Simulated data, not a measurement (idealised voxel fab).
Module name: voxel wiring stack (process module)
cross-section cut | 265 nm wide | cells 5 nm
A cross-section in this document is a grid of square cells, and it is written down as bands, the top band listed before the ones below it; a band is made up of one or more rows of cells.
Band entry format. Leading values: height of top, height of bottom, nm. Remainder: materials in left-to-right order, each with its width in nm. Special words: "everywhere" on a single material, which then fills the band edge to edge; "blank", empty space.
Basically, 0 is our baseline, since under it the wafer straight out of the box is all one material. The bottom band has no lower end and keeps on going down, so it looks like "from 0 down".
Width spec "30->40" -> top row of cells at first value, bottom row at second value, equal per-row change in between.
"no alteration" -> step changed no cross-section cell.
The entry titled "Sealed void list" provides the empty spaces that have no open way to the top, restricted to those of 8 cells or more. Each is presented as width x height at distance, the distance being measured from the left edge, with all three in nm.
Text after the settings on a step's line: the simulator's own remark on that step.
"overlay nm", when on a step's line for a step with a mask, measures how far to the right of its planned place the mask lay; a negative measure means to the left.
-- Intended process steps
step 1: op RECEIVE | material Si
step 2: op CONFORMAL_DEP | material SiO2 | thk nm 10
step 3: op CONFORMAL_DEP | material SiN | thk nm 5
step 4: op DIRECTIONAL_DEP | material lowk | thk nm 25
step 5: op MASKED_ETCH | tone open | mask id METAL_1 | width nm 20 | pitch nm 40 | etch materials lowk | depth nm 25 | overlay nm 0
step 6: op MASKED_ETCH | tone open | mask id METAL_1 | width nm 20 | pitch nm 40 | etch materials SiN | depth nm 5 | overlay nm 0
step 7: op CONFORMAL_DEP | material TiN | thk nm 5
step 8: op FILL_DEP | material W | thk nm 10
step 9: op CMP | height nm 40
step 10: op CONFORMAL_DEP | material SiCN | thk nm 5
step 11: op DIRECTIONAL_DEP | material lowk | thk nm 20
step 12: op PATTERN | tone open | mask id PLUG_1 | material resist | width nm 15 | thk nm 20 | overlay nm -15
step 13: op DIRECTIONAL_ETCH | etch materials lowk | depth nm 20
step 14: op DIRECTIONAL_ETCH | etch materials SiCN | depth nm 5
step 15: op STRIP | etch materials resist
step 16: op EPI | material Ru | thk nm 10
step 17: op EPI | material Ru | thk nm 10
step 18: op EPI | material Ru | thk nm 5
step 19: op DIRECTIONAL_DEP | material TiN | thk nm 5
step 20: op DIRECTIONAL_DEP | material Ru | thk nm 15
step 21: op PATTERN | tone cover | mask id METAL_2 | material resist | width nm 20 | pitch nm 40 | thk nm 15 | overlay nm 0
step 22: op DIRECTIONAL_ETCH | etch materials Ru | depth nm 15
step 23: op DIRECTIONAL_ETCH | etch materials TiN | depth nm 5
step 24: op STRIP | etch materials resist
step 25: op CONFORMAL_DEP | material SiN | thk nm 5
step 26: op FILL_DEP | material SiO2 | thk nm 10
step 27: op CMP | height nm 85
step 28: op CONFORMAL_DEP | material SiCN | thk nm 5
step 29: op DIRECTIONAL_DEP | material lowk | thk nm 15
step 30: op PATTERN | tone open | mask id PLUG_2 | material resist | width nm 15 | pitch nm 40 | thk nm 15 | overlay nm 0
step 31: op DIRECTIONAL_ETCH | etch materials lowk | depth nm 15
step 32: op DIRECTIONAL_ETCH | etch materials SiCN | depth nm 5
step 33: op STRIP | etch materials resist
step 34: op EPI | material Ru | thk nm 10
step 35: op EPI | material Ru | thk nm 10
step 36: op DIRECTIONAL_DEP | material TiN | thk nm 5
step 37: op DIRECTIONAL_DEP | material W | thk nm 25
step 38: op DIRECTIONAL_DEP | material aC | thk nm 10
step 39: op PATTERN | tone cover | mask id METAL_3 | material resist | width nm 20 | pitch nm 40 | thk nm 30 | overlay nm 0
step 40: op DIRECTIONAL_ETCH | etch materials aC | depth nm 10
step 41: op STRIP | etch materials resist
step 42: op DIRECTIONAL_ETCH | etch materials W | depth nm 25
step 43: op DIRECTIONAL_ETCH | etch materials TiN | depth nm 5
step 44: op STRIP | etch materials aC
step 45: op FILL_DEP | material SiO2 | thk nm 10
step 46: op CMP | height nm 135
step 47: op CONFORMAL_DEP | material SiCN | thk nm 5
The value of overlay nm given for step 12 in the plan refers to the first wafer; the wafers vary in this setting and are alike at the start.
-- Step 1 complete: as-received cross-section of the first of several wafers
- from 0 down | Si everywhere
- Sealed void list: none
-- Once step 47, the last step, is complete, the module is at its end; this is the cross-section of the first of several wafers
- from 140 to 135 | SiCN everywhere
- from 135 to 110 | SiO2 100 | W 20 | SiO2 20 | W 20 | SiO2 105
- from 110 to 105 | SiO2 100 | TiN 20 | SiO2 20 | TiN 20 | SiO2 105
- from 105 to 90 | lowk 100 | Ru 15 | lowk 25 | Ru 15 | lowk 110
- from 90 to 85 | SiCN 100 | Ru 15 | SiCN 25 | Ru 15 | SiCN 110
- from 85 to 70 | SiO2 95 | SiN 5 | Ru 20 | SiN 5 | SiO2 10 | SiN 5 | Ru 20 | SiN 5 | SiO2 100
- from 70 to 65 | SiN 90 | SiO2 5 | SiN 5 | TiN 20 | SiN 20 | TiN 20 | SiN 105
- from 65 to 45 | lowk 85 | SiN 5 | SiO2 5 | SiN 5 | lowk 165
- from 45 to 40 | SiCN 85 | SiN 15 | SiCN 165
- from 40 to 15 | lowk 100 | TiN 5 | W 10 | TiN 5 | lowk 20 | TiN 5 | W 10 | TiN 5 | lowk 105
- from 15 to 10 | SiN 100 | TiN 20 | SiN 20 | TiN 20 | SiN 105
- from 10 to 0 | SiO2 everywhere
- from 0 down | Si everywhere
- Sealed void list: none
-- The final wafer, sectioned at module end
- from 140 to 135 | SiCN everywhere
- from 135 to 110 | SiO2 100 | W 20 | SiO2 20 | W 20 | SiO2 105
- from 110 to 105 | SiO2 100 | TiN 20 | SiO2 20 | TiN 20 | SiO2 105
- from 105 to 90 | lowk 100 | Ru 15 | lowk 25 | Ru 15 | lowk 110
- from 90 to 85 | SiCN 100 | Ru 15 | SiCN 25 | Ru 15 | SiCN 110
- from 85 to 70 | SiO2 95 | SiN 5 | Ru 20 | SiN 5 | SiO2 10 | SiN 5 | Ru 20 | SiN 5 | SiO2 100
- from 70 to 65 | SiN 100 | TiN 20 | SiN 20 | TiN 20 | SiN 105
- from 65 to 45 | lowk 115 | Ru 15 | lowk 135
- from 45 to 40 | SiCN 115 | Ru 15 | SiCN 135
- from 40 to 15 | lowk 100 | TiN 5 | W 10 | TiN 5 | lowk 20 | TiN 5 | W 10 | TiN 5 | lowk 105
- from 15 to 10 | SiN 100 | TiN 20 | SiN 20 | TiN 20 | SiN 105
- from 10 to 0 | SiO2 everywhere
- from 0 down | Si everywhere
- Sealed void list: none
-- Gained (+) or lost (-) cells of each material since receipt, then closed voids: one row per wafer, at the end of the module
overlay nm -15 | +48 Ru | +150 SiCN | +112 SiN | +504 SiO2 | +44 TiN | +60 W | +566 lowk | Sealed void list: none
overlay nm -10 | +63 Ru | +150 SiCN | +102 SiN | +499 SiO2 | +44 TiN | +60 W | +566 lowk | Sealed void list: none
overlay nm -5 | +63 Ru | +150 SiCN | +102 SiN | +499 SiO2 | +44 TiN | +60 W | +566 lowk | Sealed void list: none
overlay nm 0 | +63 Ru | +150 SiCN | +102 SiN | +499 SiO2 | +44 TiN | +60 W | +566 lowk | Sealed void list: none
overlay nm 5 | +63 Ru | +150 SiCN | +102 SiN | +499 SiO2 | +44 TiN | +60 W | +566 lowk | Sealed void list: none
overlay nm 10 | +63 Ru | +150 SiCN | +102 SiN | +499 SiO2 | +44 TiN | +60 W | +566 lowk | Sealed void list: none
overlay nm 15 | +63 Ru | +150 SiCN | +102 SiN | +499 SiO2 | +44 TiN | +60 W | +566 lowk | Sealed void list: none
